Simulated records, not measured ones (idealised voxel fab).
The document below concerns the process module designated voxel gate over fins.
Cross-section cut spans 205 nm and uses square cells 5 nm in size.
Just so we're on the same page, the cross-sections are grids of square cells, and they're listed out in bands top to bottom, each band one or more rows deep. Quick guide to a band line: top height, bottom height (nm) up front; then every material left to right with its width in nm. Only one material and it's marked "all across"? Then it fills the band edge to edge. And "air" just means empty space. Convention: height 0 is the level below which the wafer, as received, is all one material. The lowest band does not terminate at the bottom but continues downward, represented as "0 nm and below". You'd read "30->40" like this: the band's top row of cells is as wide as the first number, its bottom row is as wide as the second, and going down, every row changes width by the same amount as the row before did. "nothing got changed" after a step means that no cell of the cross-section changed. In "Encapsulated voids" the enclosed voids are listed, meaning empty spaces of 8 cells or larger without any opening to the top. The form is width x height at distance, distance from the left edge, units nm. What comes after the settings on a step's line is commentary from the simulator itself on that step. Each step line may optionally specify "overlay nm", which for a step with a mask gives the rightward distance between the mask's planned place and where it lay, a negative value indicating the leftward direction.
THE PROCESS STEPS THAT WERE PLANNED ARE LISTED BELOW
1: RECEIVE,material Si
2: CONFORMAL_DEP,material SiN,thk nm 10
3: PATTERN,tone cover,mask id FINS,material resist,width nm 15,pitch nm 45,thk nm 20,overlay nm 0
4: DIRECTIONAL_ETCH,etch materials SiN,depth nm 10
5: DIRECTIONAL_ETCH,etch materials Si,depth nm 35
6: STRIP,etch materials resist
7: FILL_DEP,material SiO2,thk nm 10
8: CMP,height nm 10
9: SELECTIVE_ETCH,etch materials SiO2,depth nm 20
10: STRIP,etch materials SiN
11: CONFORMAL_DEP,material HfO2,thk nm 5
12: CONFORMAL_DEP,material TiN,thk nm 5
13: FILL_DEP,material W,thk nm 15
14: CMP,height nm 20
15: CONFORMAL_DEP,material SiCN,thk nm 10
FIRST OF THE TWO WAFERS, RUN PER PLAN
CROSS-SECTION OF THE WAFER AS IT CAME TO US, I.E., ALREADY THROUGH STEP 1
  0 nm and below | Si all across
  Encapsulated voids: none
AFTER STEP 2
  10 nm to 0 nm | SiN all across
  Below 0, no change.
AFTER STEP 3
  30 nm to 10 nm | air=25; resist=15; air=30; resist=15; air=30; resist=15; air=30; resist=15; air=30
  Below 10, no change.
AFTER STEP 4
  30 nm to 10 nm | air=25; resist=15; air=30; resist=15; air=30; resist=15; air=30; resist=15; air=30
  10 nm to 0 nm | air=25; SiN=15; air=30; SiN=15; air=30; SiN=15; air=30; SiN=15; air=30
  Below 0, no change.
AFTER STEP 5
  30 nm to 10 nm | air=25; resist=15; air=30; resist=15; air=30; resist=15; air=30; resist=15; air=30
  10 nm to 0 nm | air=25; SiN=15; air=30; SiN=15; air=30; SiN=15; air=30; SiN=15; air=30
  0 nm to -35 nm | air=25; Si=15; air=30; Si=15; air=30; Si=15; air=30; Si=15; air=30
  Below -35, no change.
AFTER STEP 6
  10 nm to 0 nm | air=25; SiN=15; air=30; SiN=15; air=30; SiN=15; air=30; SiN=15; air=30
  Below 0, no change.
AFTER STEP 7
  20 nm to 10 nm | SiO2 all across
  10 nm to 0 nm | SiO2=25; SiN=15; SiO2=30; SiN=15; SiO2=30; SiN=15; SiO2=30; SiN=15; SiO2=30
  0 nm to -35 nm | SiO2=25; Si=15; SiO2=30; Si=15; SiO2=30; Si=15; SiO2=30; Si=15; SiO2=30
  Below -35, no change.
AFTER STEP 8
  10 nm to 0 nm | SiO2=25; SiN=15; SiO2=30; SiN=15; SiO2=30; SiN=15; SiO2=30; SiN=15; SiO2=30
  Below 0, no change.
AFTER STEP 9
  10 nm to 0 nm | air=25; SiN=15; air=30; SiN=15; air=30; SiN=15; air=30; SiN=15; air=30
  0 nm to -10 nm | air=25; Si=15; air=30; Si=15; air=30; Si=15; air=30; Si=15; air=30
  Below -10, no change.
AFTER STEP 10
  0 nm to -10 nm | air=25; Si=15; air=30; Si=15; air=30; Si=15; air=30; Si=15; air=30
  Below -10, no change.
AFTER STEP 11
  5 nm to 0 nm | air=20; HfO2=25; air=20; HfO2=25; air=20; HfO2=25; air=20; HfO2=25; air=25
  0 nm to -5 nm | air=20; HfO2=5; Si=15; HfO2=5; air=20; HfO2=5; Si=15; HfO2=5; air=20; HfO2=5; Si=15; HfO2=5; air=20; HfO2=5; Si=15; HfO2=5; air=25
  -5 nm to -10 nm | HfO2=25; Si=15; HfO2=30; Si=15; HfO2=30; Si=15; HfO2=30; Si=15; HfO2=30
  Below -10, no change.
AFTER STEP 12
  10 nm to 5 nm | air=15; TiN=35; air=10; TiN=35; air=10; TiN=35; air=10; TiN=35; air=20
  5 nm to 0 nm | air=15; TiN=5; HfO2=25; TiN=5; air=10; TiN=5; HfO2=25; TiN=5; air=10; TiN=5; HfO2=25; TiN=5; air=10; TiN=5; HfO2=25; TiN=5; air=20
  0 nm to -5 nm | TiN=20; HfO2=5; Si=15; HfO2=5; TiN=20; HfO2=5; Si=15; HfO2=5; TiN=20; HfO2=5; Si=15; HfO2=5; TiN=20; HfO2=5; Si=15; HfO2=5; TiN=25
  Below -5, no change.
AFTER STEP 13
  25 nm to 10 nm | W all across
  10 nm to 5 nm | W=15; TiN=35; W=10; TiN=35; W=10; TiN=35; W=10; TiN=35; W=20
  5 nm to 0 nm | W=15; TiN=5; HfO2=25; TiN=5; W=10; TiN=5; HfO2=25; TiN=5; W=10; TiN=5; HfO2=25; TiN=5; W=10; TiN=5; HfO2=25; TiN=5; W=20
  Below 0, no change.
AFTER STEP 14
  20 nm to 10 nm | W all across
  Below 10, no change.
AFTER STEP 15
  30 nm to 20 nm | SiCN all across
  Below 20, no change.
HERE THE SECOND WAFER IS DESCRIBED. ITS START AND ITS PLAN WERE THOSE OF THE FIRST WAFER. ITS RUN CONTAINED ONE MISTAKE. UP TO AND INCLUDING STEP 8, IT DID EXACTLY WHAT THE FIRST WAFER DID
THE SECOND WAFER CUT THROUGH, AT THE TIME STEP 9 WAS SUPPOSED TO BE FINISHED
  10 nm to 0 nm | air=25; SiN=15; air=30; SiN=15; air=30; SiN=15; air=30; SiN=15; air=30
  0 nm to -30 nm | air=25; Si=15; air=30; Si=15; air=30; Si=15; air=30; Si=15; air=30
  Below -30, no change.
THE SECOND WAFER CUT THROUGH, AT THE TIME STEP 10 WAS SUPPOSED TO BE FINISHED
  0 nm to -30 nm | air=25; Si=15; air=30; Si=15; air=30; Si=15; air=30; Si=15; air=30
  Below -30, no change.
THE SECOND WAFER CUT THROUGH, AT THE TIME STEP 11 WAS SUPPOSED TO BE FINISHED
  5 nm to 0 nm | air=20; HfO2=25; air=20; HfO2=25; air=20; HfO2=25; air=20; HfO2=25; air=25
  0 nm to -25 nm | air=20; HfO2=5; Si=15; HfO2=5; air=20; HfO2=5; Si=15; HfO2=5; air=20; HfO2=5; Si=15; HfO2=5; air=20; HfO2=5; Si=15; HfO2=5; air=25
  -25 nm to -30 nm | HfO2=25; Si=15; HfO2=30; Si=15; HfO2=30; Si=15; HfO2=30; Si=15; HfO2=30
  Below -30, no change.
THE SECOND WAFER CUT THROUGH, AT THE TIME STEP 12 WAS SUPPOSED TO BE FINISHED
  10 nm to 5 nm | air=15; TiN=35; air=10; TiN=35; air=10; TiN=35; air=10; TiN=35; air=20
  5 nm to 0 nm | air=15; TiN=5; HfO2=25; TiN=5; air=10; TiN=5; HfO2=25; TiN=5; air=10; TiN=5; HfO2=25; TiN=5; air=10; TiN=5; HfO2=25; TiN=5; air=20
  0 nm to -20 nm | air=15; TiN=5; HfO2=5; Si=15; HfO2=5; TiN=5; air=10; TiN=5; HfO2=5; Si=15; HfO2=5; TiN=5; air=10; TiN=5; HfO2=5; Si=15; HfO2=5; TiN=5; air=10; TiN=5; HfO2=5; Si=15; HfO2=5; TiN=5; air=20
  -20 nm to -25 nm | TiN=20; HfO2=5; Si=15; HfO2=5; TiN=20; HfO2=5; Si=15; HfO2=5; TiN=20; HfO2=5; Si=15; HfO2=5; TiN=20; HfO2=5; Si=15; HfO2=5; TiN=25
  Below -25, no change.
THE SECOND WAFER CUT THROUGH, AT THE TIME STEP 13 WAS SUPPOSED TO BE FINISHED
  25 nm to 10 nm | W all across
  10 nm to 5 nm | W=15; TiN=35; W=10; TiN=35; W=10; TiN=35; W=10; TiN=35; W=20
  5 nm to 0 nm | W=15; TiN=5; HfO2=25; TiN=5; W=10; TiN=5; HfO2=25; TiN=5; W=10; TiN=5; HfO2=25; TiN=5; W=10; TiN=5; HfO2=25; TiN=5; W=20
  0 nm to -20 nm | W=15; TiN=5; HfO2=5; Si=15; HfO2=5; TiN=5; W=10; TiN=5; HfO2=5; Si=15; HfO2=5; TiN=5; W=10; TiN=5; HfO2=5; Si=15; HfO2=5; TiN=5; W=10; TiN=5; HfO2=5; Si=15; HfO2=5; TiN=5; W=20
  Below -20, no change.
THE SECOND WAFER CUT THROUGH, AT THE TIME STEP 14 WAS SUPPOSED TO BE FINISHED
  20 nm to 10 nm | W all across
  Below 10, no change.
THE SECOND WAFER CUT THROUGH, AT THE TIME STEP 15 WAS SUPPOSED TO BE FINISHED
  30 nm to 20 nm | SiCN all across
  Below 20, no change.
Nonconformance to the process plan: step 9 from the plan got run twice
Heads up, by the end the second wafer has more or fewer cells of some materials compared to the first: 32 more of HfO2; 116 fewer of SiO2; 32 more of TiN; 52 more of W
